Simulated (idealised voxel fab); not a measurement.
The document below concerns the process module designated voxel local oxidation.
FYI the section here is cut, 210 nm wide, cells are 5 nm squares.
Cross-section = grid of square cells, listed top down in bands; band = one or more rows.
Heads up on the band format: heights come first, top then bottom, in nm. After that it's the materials left to right, each with its width in nm. A single material flagged "full width" fills the whole band edge to edge, and "air" means there's empty space there.
Counting heights begins at 0, where everything beneath is, in the wafer as received, one material. The lowest band has no bottom; it goes on downwards, as "0 down" shows.
The two numbers in a width such as "30..40" mark its ends across the band: the first belongs to the top row of cells, the second to the bottom row, and from each row to the next the width moves by the same amount.
"nothing was modified" (step): cross-section cells unchanged, all of them.
"Voids, fully enclosed" - sealed voids, min. 8 cells, no opening to top; format: width x height at distance (distance from left edge; nm throughout).
It should be noted that, on the line of a given step, the content following the step's settings is a remark produced by the simulator itself with respect to that step.
overlay nm: how far to the right of its planned place the mask lay on this masked step (negative: to the left).
-- Steps planned for the process
1. RECEIVE, material Si
2. OXIDIZE, depth nm 5
3. CONFORMAL_DEP, material SiN, thk nm 15
4. MASKED_ETCH, tone cover, mask id ACTIVE, width nm 95, etch materials SiN, depth nm 15, overlay nm 0
5. SELECTIVE_ETCH, etch materials SiO2, depth nm 5
6. OXIDIZE, depth nm 15
7. STRIP, etch materials SiN
-- Here's what the wafer looked like in cross-section when it arrived - that's after step 1
> 0 down  Si full width
> Voids, fully enclosed: none
-- Cross-sectional image of the first of two wafers at the end of the module, the run having proceeded as planned
> 0 to -5  60 nm air / 85 nm SiO2 / 65 nm air
> -5 to -20  75 nm SiO2 / 55 nm Si / 80 nm SiO2
> -20 down  Si full width
> Voids, fully enclosed: none
-- Here's the second of our two wafers sectioned at module end. Same start as the first, same plan, but one mistake got made running it
> 0 to -5  60 nm air / 85 nm SiO2 / 65 nm air
> -5 to -15  SiO2 full width
> -15 down  Si full width
> Voids, fully enclosed: none
What was the processing mistake? contrary to plan, step 2 was performed as OXIDIZE, depth nm 15
The final cell counts differ between the wafers, with the second having more or fewer of some materials than the first: +9 Si; -9 SiO2
